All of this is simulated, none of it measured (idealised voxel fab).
Process module heading - voxel wiring stack
It is cross-section cut that appears here, measuring 265 nm in width, its square cells being 5 nm in size.
Notation: cross-section as square-cell grid; stated in bands, top first, going down; one or more cell rows per band.
Look at the band entry: it leads with the top's height and the bottom's height in nm. Then it lists the materials left to right, with a width in nm for each. The word "full width" on a single material says that material fills the band edge to edge. The word "empty" is empty space.
Counting heights begins at 0, where everything beneath is, in the wafer as received, one material. The lowest band has no bottom; it goes on downwards, as "0 down" shows.
The notation "30->40" denotes a width that varies across the rows of cells in the band, beginning at the first number in the top row, finishing at the second number in the bottom row, and changing by an identical amount from each row to the next.
For the purposes of this document, the phrase "remains unaltered" attached to a step denotes that no cell within the cross-section was modified by that step.
Sealed internal voids: empty space of 8 cells or more with no open way to the top, each as width x height at its distance from the left edge, in nm
Whatever follows a step's settings on its line is a remark the simulator itself makes about that step.
overlay nm: step with mask; distance mask lay right of planned place; negative value = left of planned place.

-- Steps in the process plan
| 1 | RECEIVE (material Si) |
| 2 | CONFORMAL_DEP (material SiO2; thk nm 10) |
| 3 | CONFORMAL_DEP (material SiCN; thk nm 5) |
| 4 | DIRECTIONAL_DEP (material lowk; thk nm 25) |
| 5 | PATTERN (tone open; mask id METAL_1; material resist; width nm 20; pitch nm 45; thk nm 20; overlay nm 0) |
| 6 | DIRECTIONAL_ETCH (etch materials lowk; depth nm 25) |
| 7 | DIRECTIONAL_ETCH (etch materials SiCN; depth nm 5) |
| 8 | STRIP (etch materials resist) |
| 9 | CONFORMAL_DEP (material TiN; thk nm 5) |
| 10 | FILL_DEP (material Cu; thk nm 10) |
| 11 | CMP (height nm 40) |
| 12 | CONFORMAL_DEP (material SiCN; thk nm 5) |
| 13 | DIRECTIONAL_DEP (material lowk; thk nm 30) |
| 14 | MASKED_ETCH (tone open; mask id METAL_2; width nm 20; pitch nm 45; etch materials lowk; depth nm 15; overlay nm 0) |
| 15 | DIRECTIONAL_DEP (material aC; thk nm 10) |
| 16 | PATTERN (tone open; mask id METAL_2_HOLES; material resist; width nm 15; pitch nm 45; thk nm 30; overlay nm 0) |
| 17 | DIRECTIONAL_ETCH (etch materials aC; depth nm 10) |
| 18 | STRIP (etch materials resist) |
| 19 | DIRECTIONAL_ETCH (etch materials lowk; depth nm 15) |
| 20 | DIRECTIONAL_ETCH (etch materials SiCN; depth nm 5) |
| 21 | STRIP (etch materials aC) |
| 22 | CONFORMAL_DEP (material TiN; thk nm 5) |
| 23 | FILL_DEP (material Cu; thk nm 10) |
| 24 | CMP (height nm 75) |
| 25 | CONFORMAL_DEP (material SiCN; thk nm 5) |
| 26 | DIRECTIONAL_DEP (material SiO2; thk nm 15) |
| 27 | DIRECTIONAL_DEP (material aC; thk nm 15) |
| 28 | PATTERN (tone open; mask id PLUG_2; material resist; width nm 15; pitch nm 90; thk nm 35; overlay nm 0) |
| 29 | DIRECTIONAL_ETCH (etch materials aC; depth nm 15) |
| 30 | STRIP (etch materials resist) |
| 31 | DIRECTIONAL_ETCH (etch materials SiO2; depth nm 15) |
| 32 | DIRECTIONAL_ETCH (etch materials SiCN; depth nm 5) |
| 33 | STRIP (etch materials aC) |
| 34 | EPI (material Ru; thk nm 10) |
| 35 | EPI (material Ru; thk nm 10) |
| 36 | DIRECTIONAL_DEP (material TiN; thk nm 5) |
| 37 | DIRECTIONAL_DEP (material Ru; thk nm 25) |
| 38 | MASKED_ETCH (tone cover; mask id METAL_3; width nm 20; pitch nm 45; etch materials Ru; depth nm 25; overlay nm 0) |
| 39 | MASKED_ETCH (tone cover; mask id METAL_3; width nm 20; pitch nm 45; etch materials TiN; depth nm 5; overlay nm 0) |
| 40 | FILL_DEP (material SiO2; thk nm 10) |
| 41 | CMP (height nm 125) |
| 42 | CONFORMAL_DEP (material SiCN; thk nm 5) |
| 43 | DIRECTIONAL_DEP (material lowk; thk nm 25) |
| 44 | MASKED_ETCH (tone open; mask id METAL_4_HOLES; width nm 15; pitch nm 45; etch materials lowk; depth nm 25; overlay nm 0) |
| 45 | PATTERN (tone open; mask id METAL_4; material resist; width nm 20; pitch nm 45; thk nm 15; overlay nm 0) |
| 46 | DIRECTIONAL_ETCH (etch materials lowk; depth nm 15) |
| 47 | DIRECTIONAL_ETCH (etch materials SiCN; depth nm 5) |
| 48 | STRIP (etch materials resist) |
| 49 | CONFORMAL_DEP (material TiN; thk nm 5) |
| 50 | FILL_DEP (material Cu; thk nm 10) |
| 51 | CMP (height nm 155) |
| 52 | CONFORMAL_DEP (material SiN; thk nm 5) |
The plan's step 44 width nm is the first wafer's value; the wafers differ in this setting and start identical.

-- Cross-section, first of several wafers, as delivered after step 1
> 0 down = Si full width
> Sealed internal voids: none

-- At the end of the module, after its last step, step 52, the first of several wafers appears in cross-section as follows
> 160 to 155 = SiN full width
> 155 to 145 = 55 nm lowk, 5 nm TiN, 10 nm Cu, 5 nm TiN, 25 nm lowk, 5 nm TiN, 10 nm Cu, 5 nm TiN, 25 nm lowk, 5 nm TiN, 10 nm Cu, 5 nm TiN, 25 nm lowk, 5 nm TiN, 10 nm Cu, 5 nm TiN, 55 nm lowk
> 145 to 140 = 55 nm lowk, 5 nm TiN, 5 nm Cu, 10 nm TiN, 25 nm lowk, 5 nm TiN, 5 nm Cu, 10 nm TiN, 25 nm lowk, 5 nm TiN, 5 nm Cu, 10 nm TiN, 25 nm lowk, 5 nm TiN, 5 nm Cu, 10 nm TiN, 55 nm lowk
> 140 to 130 = 55 nm lowk, 5 nm TiN, 5 nm Cu, 5 nm TiN, 30 nm lowk, 5 nm TiN, 5 nm Cu, 5 nm TiN, 30 nm lowk, 5 nm TiN, 5 nm Cu, 5 nm TiN, 30 nm lowk, 5 nm TiN, 5 nm Cu, 5 nm TiN, 60 nm lowk
> 130 to 125 = 55 nm SiCN, 15 nm TiN, 30 nm SiCN, 15 nm TiN, 30 nm SiCN, 15 nm TiN, 30 nm SiCN, 15 nm TiN, 60 nm SiCN
> 125 to 100 = 55 nm SiO2, 20 nm Ru, 25 nm SiO2, 20 nm Ru, 25 nm SiO2, 20 nm Ru, 25 nm SiO2, 20 nm Ru, 55 nm SiO2
> 100 to 95 = 55 nm SiO2, 20 nm TiN, 25 nm SiO2, 20 nm TiN, 25 nm SiO2, 20 nm TiN, 25 nm SiO2, 20 nm TiN, 55 nm SiO2
> 95 to 80 = 55 nm SiO2, 15 nm Ru, 75 nm SiO2, 15 nm Ru, 105 nm SiO2
> 80 to 75 = 55 nm SiCN, 15 nm Ru, 75 nm SiCN, 15 nm Ru, 105 nm SiCN
> 75 to 65 = 55 nm lowk, 5 nm TiN, 10 nm Cu, 5 nm TiN, 25 nm lowk, 5 nm TiN, 10 nm Cu, 5 nm TiN, 25 nm lowk, 5 nm TiN, 10 nm Cu, 5 nm TiN, 25 nm lowk, 5 nm TiN, 10 nm Cu, 5 nm TiN, 55 nm lowk
> 65 to 60 = 55 nm lowk, 5 nm TiN, 5 nm Cu, 10 nm TiN, 25 nm lowk, 5 nm TiN, 5 nm Cu, 10 nm TiN, 25 nm lowk, 5 nm TiN, 5 nm Cu, 10 nm TiN, 25 nm lowk, 5 nm TiN, 5 nm Cu, 10 nm TiN, 55 nm lowk
> 60 to 45 = 55 nm lowk, 5 nm TiN, 5 nm Cu, 5 nm TiN, 30 nm lowk, 5 nm TiN, 5 nm Cu, 5 nm TiN, 30 nm lowk, 5 nm TiN, 5 nm Cu, 5 nm TiN, 30 nm lowk, 5 nm TiN, 5 nm Cu, 5 nm TiN, 60 nm lowk
> 45 to 40 = 55 nm SiCN, 15 nm TiN, 30 nm SiCN, 15 nm TiN, 30 nm SiCN, 15 nm TiN, 30 nm SiCN, 15 nm TiN, 60 nm SiCN
> 40 to 15 = 55 nm lowk, 5 nm TiN, 10 nm Cu, 5 nm TiN, 25 nm lowk, 5 nm TiN, 10 nm Cu, 5 nm TiN, 25 nm lowk, 5 nm TiN, 10 nm Cu, 5 nm TiN, 25 nm lowk, 5 nm TiN, 10 nm Cu, 5 nm TiN, 55 nm lowk
> 15 to 10 = 55 nm SiCN, 20 nm TiN, 25 nm SiCN, 20 nm TiN, 25 nm SiCN, 20 nm TiN, 25 nm SiCN, 20 nm TiN, 55 nm SiCN
> 10 to 0 = SiO2 full width
> 0 down = Si full width
> Sealed internal voids: none

-- So this is the cross-section on the last wafer at the end of the module
> 160 to 155 = SiN full width
> 155 to 135 = 50 nm lowk, 5 nm TiN, 20 nm Cu, 5 nm TiN, 15 nm lowk, 5 nm TiN, 20 nm Cu, 5 nm TiN, 15 nm lowk, 5 nm TiN, 20 nm Cu, 5 nm TiN, 15 nm lowk, 5 nm TiN, 20 nm Cu, 5 nm TiN, 50 nm lowk
> 135 to 130 = 50 nm lowk, 10 nm TiN, 10 nm Cu, 10 nm TiN, 15 nm lowk, 10 nm TiN, 10 nm Cu, 10 nm TiN, 15 nm lowk, 10 nm TiN, 10 nm Cu, 10 nm TiN, 15 nm lowk, 10 nm TiN, 10 nm Cu, 10 nm TiN, 50 nm lowk
> 130 to 125 = 55 nm SiCN, 20 nm TiN, 25 nm SiCN, 20 nm TiN, 25 nm SiCN, 20 nm TiN, 25 nm SiCN, 20 nm TiN, 55 nm SiCN
> 125 to 100 = 55 nm SiO2, 20 nm Ru, 25 nm SiO2, 20 nm Ru, 25 nm SiO2, 20 nm Ru, 25 nm SiO2, 20 nm Ru, 55 nm SiO2
> 100 to 95 = 55 nm SiO2, 20 nm TiN, 25 nm SiO2, 20 nm TiN, 25 nm SiO2, 20 nm TiN, 25 nm SiO2, 20 nm TiN, 55 nm SiO2
> 95 to 80 = 55 nm SiO2, 15 nm Ru, 75 nm SiO2, 15 nm Ru, 105 nm SiO2
> 80 to 75 = 55 nm SiCN, 15 nm Ru, 75 nm SiCN, 15 nm Ru, 105 nm SiCN
> 75 to 65 = 55 nm lowk, 5 nm TiN, 10 nm Cu, 5 nm TiN, 25 nm lowk, 5 nm TiN, 10 nm Cu, 5 nm TiN, 25 nm lowk, 5 nm TiN, 10 nm Cu, 5 nm TiN, 25 nm lowk, 5 nm TiN, 10 nm Cu, 5 nm TiN, 55 nm lowk
> 65 to 60 = 55 nm lowk, 5 nm TiN, 5 nm Cu, 10 nm TiN, 25 nm lowk, 5 nm TiN, 5 nm Cu, 10 nm TiN, 25 nm lowk, 5 nm TiN, 5 nm Cu, 10 nm TiN, 25 nm lowk, 5 nm TiN, 5 nm Cu, 10 nm TiN, 55 nm lowk
> 60 to 45 = 55 nm lowk, 5 nm TiN, 5 nm Cu, 5 nm TiN, 30 nm lowk, 5 nm TiN, 5 nm Cu, 5 nm TiN, 30 nm lowk, 5 nm TiN, 5 nm Cu, 5 nm TiN, 30 nm lowk, 5 nm TiN, 5 nm Cu, 5 nm TiN, 60 nm lowk
> 45 to 40 = 55 nm SiCN, 15 nm TiN, 30 nm SiCN, 15 nm TiN, 30 nm SiCN, 15 nm TiN, 30 nm SiCN, 15 nm TiN, 60 nm SiCN
> 40 to 15 = 55 nm lowk, 5 nm TiN, 10 nm Cu, 5 nm TiN, 25 nm lowk, 5 nm TiN, 10 nm Cu, 5 nm TiN, 25 nm lowk, 5 nm TiN, 10 nm Cu, 5 nm TiN, 25 nm lowk, 5 nm TiN, 10 nm Cu, 5 nm TiN, 55 nm lowk
> 15 to 10 = 55 nm SiCN, 20 nm TiN, 25 nm SiCN, 20 nm TiN, 25 nm SiCN, 20 nm TiN, 25 nm SiCN, 20 nm TiN, 55 nm SiCN
> 10 to 0 = SiO2 full width
> 0 down = Si full width
> Sealed internal voids: none

-- End of module, by wafer: material-by-material cell gain (+) or loss (-) since receipt, then closed voids
width nm 15, +100 Cu, +104 Ru, +166 SiCN, +53 SiN, +469 SiO2, +192 TiN, +612 lowk, Sealed internal voids: none
width nm 20, +112 Cu, +104 Ru, +162 SiCN, +53 SiN, +469 SiO2, +192 TiN, +604 lowk, Sealed internal voids: none
width nm 25, +128 Cu, +104 Ru, +162 SiCN, +53 SiN, +469 SiO2, +196 TiN, +584 lowk, Sealed internal voids: none
width nm 30, +144 Cu, +104 Ru, +162 SiCN, +53 SiN, +469 SiO2, +200 TiN, +564 lowk, Sealed internal voids: none
